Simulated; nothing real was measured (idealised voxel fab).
Proc. module: voxel self aligned contacts
For reference, the cross-section in this document is cut, with width 150 nm and square cells of 5 nm.
We lay out every cross-section as a grid of square cells and spell it out in bands from the top down, where one band means one or more rows of cells.
Top height, bottom height, nm. Materials left to right, width each, nm. Single material + "everywhere" = fills band edge to edge. "blank" = empty.
Heights are measured from 0, the level below which the as-received wafer is all one material; the lowest band has no bottom and continues downward, written as in "0..down".
Width: "30->40" (first number = top row, second number = bottom row, same change from row to row of cells).
"nothing got changed" -> step changed no cross-section cell.
In "Catalogued sealed voids" the enclosed voids are listed, meaning empty spaces of 8 cells or larger without any opening to the top. The form is width x height at distance, distance from the left edge, units nm.
If you see something after the settings on a step's line, that's the simulator's own remark about that step.
overlay nm: step with mask; distance mask lay right of planned place; negative value = left of planned place.
# The planned process steps are enumerated hereunder
1,RECEIVE (material Si)
2,OXIDIZE (depth nm 5)
3,DIRECTIONAL_DEP (material polySi; thk nm 20)
4,DIRECTIONAL_DEP (material SiN; thk nm 20)
5,MASKED_ETCH (tone cover; mask id GATE; width nm 35; pitch nm 80; etch materials SiN; depth nm 20; overlay nm 0)
6,MASKED_ETCH (tone cover; mask id GATE; width nm 35; pitch nm 80; etch materials polySi; depth nm 20; overlay nm 0)
7,CONFORMAL_DEP (material SiN; thk nm 10)
8,DIRECTIONAL_ETCH (etch materials SiN; depth nm 10)
9,FILL_DEP (material SiO2; thk nm 10)
10,CMP (height nm 45)
11,DIRECTIONAL_DEP (material aC; thk nm 10)
12,PATTERN (tone open; mask id CONTACT; material resist; width nm 65; thk nm 30; overlay nm 0)
13,DIRECTIONAL_ETCH (etch materials aC; depth nm 10)
14,STRIP (etch materials resist)
15,DIRECTIONAL_ETCH (etch materials SiO2; depth nm 50)
16,STRIP (etch materials aC)
17,CONFORMAL_DEP (material TiN; thk nm 5)
18,FILL_DEP (material W; thk nm 10)
19,CMP (height nm 45)
20,CONFORMAL_DEP (material SiN; thk nm 5)
# Incoming wafer, cross-sectional view, post step 1
0..down: Si everywhere
Catalogued sealed voids: none
# Cross-section taken at module completion on the first of two wafers; processed per the plan
50..45: SiN everywhere
45..40: 40 nm SiO2  25 nm TiN  15 nm W  25 nm TiN  45 nm SiO2
40..20: 5 nm SiO2  55 nm SiN  5 nm TiN  15 nm W  5 nm TiN  55 nm SiN  10 nm SiO2
20..0: 5 nm SiO2  10 nm SiN  35 nm polySi  10 nm SiN  5 nm TiN  15 nm W  5 nm TiN  10 nm SiN  35 nm polySi  10 nm SiN  10 nm SiO2
0..-5: 60 nm SiO2  25 nm TiN  65 nm SiO2
-5..down: Si everywhere
Catalogued sealed voids: none
# Second of two wafers, module complete, sectioned: it shares the first wafer's start and plan but was run with one mistake
50..45: SiN everywhere
45..40: 40 nm SiO2  25 nm TiN  15 nm W  25 nm TiN  45 nm SiO2
40..20: 5 nm SiO2  55 nm SiN  5 nm TiN  15 nm W  5 nm TiN  55 nm SiN  10 nm SiO2
20..15: 5 nm SiO2  10 nm SiN  35 nm polySi  10 nm SiN  5 nm TiN  15 nm W  5 nm TiN  10 nm SiN  35 nm polySi  10 nm SiN  10 nm SiO2
15..10: 5 nm SiO2  10 nm SiN  35 nm polySi  10 nm SiN  25 nm TiN  10 nm SiN  35 nm polySi  10 nm SiN  10 nm SiO2
10..0: 15 nm SiN  35 nm polySi  45 nm SiN  35 nm polySi  20 nm SiN
0..-5: SiO2 everywhere
-5..down: Si everywhere
Catalogued sealed voids: none
Diagnosis: a sequencing error occurred in which plan steps 7 and 8 were transposed
Bottom line after processing is that, in cells, the second wafer is up or down on some materials versus the first: SiN: 16 more; SiO2: 1 fewer; TiN: 6 fewer; W: 9 fewer
